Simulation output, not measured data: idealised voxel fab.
The following is a process module called voxel lift off.
Cross-section cut spans 300 nm and uses square cells 5 nm in size.
A cross-section in this document is a grid of square cells, and it is written down as bands, the top band listed before the ones below it; a band is made up of one or more rows of cells. This entry defines a band. It first specifies the height of the band's top and the height of its bottom in nm, and then specifies the band's materials from left to right, stating each material with its width in nm. The word "all across" identifies a single material that fills the band from edge to edge, while the word "empty" identifies empty space. All heights in this document are referenced to 0, defined as the level beneath which the wafer, as received, consists entirely of one material. The lowest band is not bounded below; it extends indefinitely downward and is written in the form "0 -> down". A two-number width, for instance "30->40", indicates that the width is equal to the first number in the top row of the band and to the second number in the bottom row, and that it changes by a constant amount per row of cells. Reading "nothing changed" for a step: not a cell of the cross-section changed in it. Empty spaces counting at least 8 cells and having no open way to the top are listed in "Closed internal voids". The notation width x height at distance is used for each, the distance being from the left edge and all three values in nm. It should be noted that, on the line of a given step, the content following the step's settings is a remark produced by the simulator itself with respect to that step. overlay nm: right-of-plan distance of the mask on a masked step; negative values mean left-of-plan.
The planned process steps are enumerated hereunder:
1 RECEIVE: material Si
2 CONFORMAL_DEP: material SiN, thk nm 15
3 PATTERN: tone open, mask id LINES, material resist, width nm 30, pitch nm 60, thk nm 20, overlay nm 0
4 DIRECTIONAL_DEP: material Ru, thk nm 10
5 STRIP: etch materials resist
6 CONFORMAL_DEP: material SiCN, thk nm 10
Of two wafers, the first: run according to plan:
Cross-section of the wafer upon arrival, representing the state reached after step 1:
	0 -> down  Si all across
	Closed internal voids: none
After step 2:
	15 -> 0  SiN all across
	All layers under 0 are left as they were.
After step 3:
	35 -> 15  75 nm resist, then 30 nm empty, then 30 nm resist, then 30 nm empty, then 30 nm resist, then 30 nm empty, then 75 nm resist
	All layers under 15 are left as they were.
After step 4:
	45 -> 35  75 nm Ru, then 30 nm empty, then 30 nm Ru, then 30 nm empty, then 30 nm Ru, then 30 nm empty, then 75 nm Ru
	35 -> 25  75 nm resist, then 30 nm empty, then 30 nm resist, then 30 nm empty, then 30 nm resist, then 30 nm empty, then 75 nm resist
	25 -> 15  75 nm resist, then 30 nm Ru, then 30 nm resist, then 30 nm Ru, then 30 nm resist, then 30 nm Ru, then 75 nm resist
	All layers under 15 are left as they were.
After step 5:
	25 -> 15  75 nm empty, then 30 nm Ru, then 30 nm empty, then 30 nm Ru, then 30 nm empty, then 30 nm Ru, then 75 nm empty
	All layers under 15 are left as they were.
After step 6:
	35 -> 25  65 nm empty, then 50 nm SiCN, then 10 nm empty, then 50 nm SiCN, then 10 nm empty, then 50 nm SiCN, then 65 nm empty
	25 -> 15  75 nm SiCN, then 30 nm Ru, then 30 nm SiCN, then 30 nm Ru, then 30 nm SiCN, then 30 nm Ru, then 75 nm SiCN
	All layers under 15 are left as they were.
Second Wafer (Identical Start and Plan, One Processing Error; Matches First Wafer Through Step 2):
What the second wafer looks like in cross-section when step 3 should have wrapped up:
	35 -> 15  75 nm empty, then 30 nm resist, then 30 nm empty, then 30 nm resist, then 30 nm empty, then 30 nm resist, then 75 nm empty
	All layers under 15 are left as they were.
What the second wafer looks like in cross-section when step 4 should have wrapped up:
	45 -> 35  75 nm empty, then 30 nm Ru, then 30 nm empty, then 30 nm Ru, then 30 nm empty, then 30 nm Ru, then 75 nm empty
	35 -> 25  75 nm empty, then 30 nm resist, then 30 nm empty, then 30 nm resist, then 30 nm empty, then 30 nm resist, then 75 nm empty
	25 -> 15  75 nm Ru, then 30 nm resist, then 30 nm Ru, then 30 nm resist, then 30 nm Ru, then 30 nm resist, then 75 nm Ru
	All layers under 15 are left as they were.
What the second wafer looks like in cross-section when step 5 should have wrapped up:
	25 -> 15  75 nm Ru, then 30 nm empty, then 30 nm Ru, then 30 nm empty, then 30 nm Ru, then 30 nm empty, then 75 nm Ru
	All layers under 15 are left as they were.
What the second wafer looks like in cross-section when step 6 should have wrapped up:
	35 -> 25  85 nm SiCN, then 10 nm empty, then 50 nm SiCN, then 10 nm empty, then 50 nm SiCN, then 10 nm empty, then 85 nm SiCN
	25 -> 15  75 nm Ru, then 30 nm SiCN, then 30 nm Ru, then 30 nm SiCN, then 30 nm Ru, then 30 nm SiCN, then 75 nm Ru
	All layers under 15 are left as they were.
Heads up, the wafer didn't run the way we planned it: not per plan at step 3, really ran PATTERN: tone cover, mask id LINES, material resist, width nm 30, pitch nm 60, thk nm 20, overlay nm 0
Final comparison by cell count, materials where the second wafer has more or fewer than the first: 48 more of Ru
